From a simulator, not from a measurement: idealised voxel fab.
Presented below is a process module, voxel ribs on slabs.
Each square cell in cross-section cut measures 5 nm, and the section as a whole is 255 nm wide.
A cross-section is written here as square cells arranged in a grid, and it is given in bands from the top down, each band taking up one or more rows of cells.
Look at the band entry: it leads with the top's height and the bottom's height in nm. Then it lists the materials left to right, with a width in nm for each. The word "all across" on a single material says that material fills the band edge to edge. The word "empty" is empty space.
Height datum 0, below which the as-received substrate wafer is one material. Lowest band open at the bottom, running downward: "0..down".
The expression "30->40" gives the width at the extremes of the band, the first number at its top row of cells and the second at its bottom row, with the width changing by equal amounts from each row to the next in between.
"remained the same" after a step means that no cell of the cross-section changed.
Empty spaces counting at least 8 cells and having no open way to the top are listed in "Closed void table". The notation width x height at distance is used for each, the distance being from the left edge and all three values in nm.
On a step's line, text after the settings is the simulator commenting on that step.
When a step includes a mask, the "overlay nm" setting on its line states how far to the right of its planned place that mask lay, and negative values state how far to the left.

## Planned process steps
| 1 | RECEIVE,material Si |
| 2 | DIRECTIONAL_DEP,material SiO2,thk nm 30 |
| 3 | DIRECTIONAL_DEP,material polySi,thk nm 25 |
| 4 | MASKED_ETCH,tone cover,mask id RIB,width nm 25,etch materials polySi,depth nm 15,overlay nm 0 |
| 5 | MASKED_ETCH,tone cover,mask id SLAB,width nm 75,etch materials polySi,depth nm 10,overlay nm 0 |
| 6 | FILL_DEP,material SiO2,thk nm 15 |
| 7 | CMP,height nm 65 |
| 8 | DIRECTIONAL_DEP,material TiN,thk nm 5 |
| 9 | PATTERN,tone cover,mask id HEATER,material resist,width nm 35,thk nm 15,overlay nm 0 |
| 10 | DIRECTIONAL_ETCH,etch materials TiN,depth nm 10 |
| 11 | STRIP,etch materials resist |
| 12 | CONFORMAL_DEP,material SiO2,thk nm 5 |
The plan shows the thk nm of step 8 as the first wafer had it; this setting differs between the wafers, which start out alike.

## Step 1 complete: as-received cross-section of the first of several wafers
* 0..down  Si all across
* Closed void table: none

## Wafer rows, end of module: cells per material gained (+) or lost (-) since receipt; closed voids last
thk nm 5; +671 SiO2; +7 TiN; +45 polySi; Closed void table: none
thk nm 10; +673 SiO2; +14 TiN; +45 polySi; Closed void table: none
thk nm 15; +673 SiO2; +65 TiN; +45 polySi; Closed void table: none
thk nm 20; +673 SiO2; +116 TiN; +45 polySi; Closed void table: none
thk nm 25; +673 SiO2; +167 TiN; +45 polySi; Closed void table: none
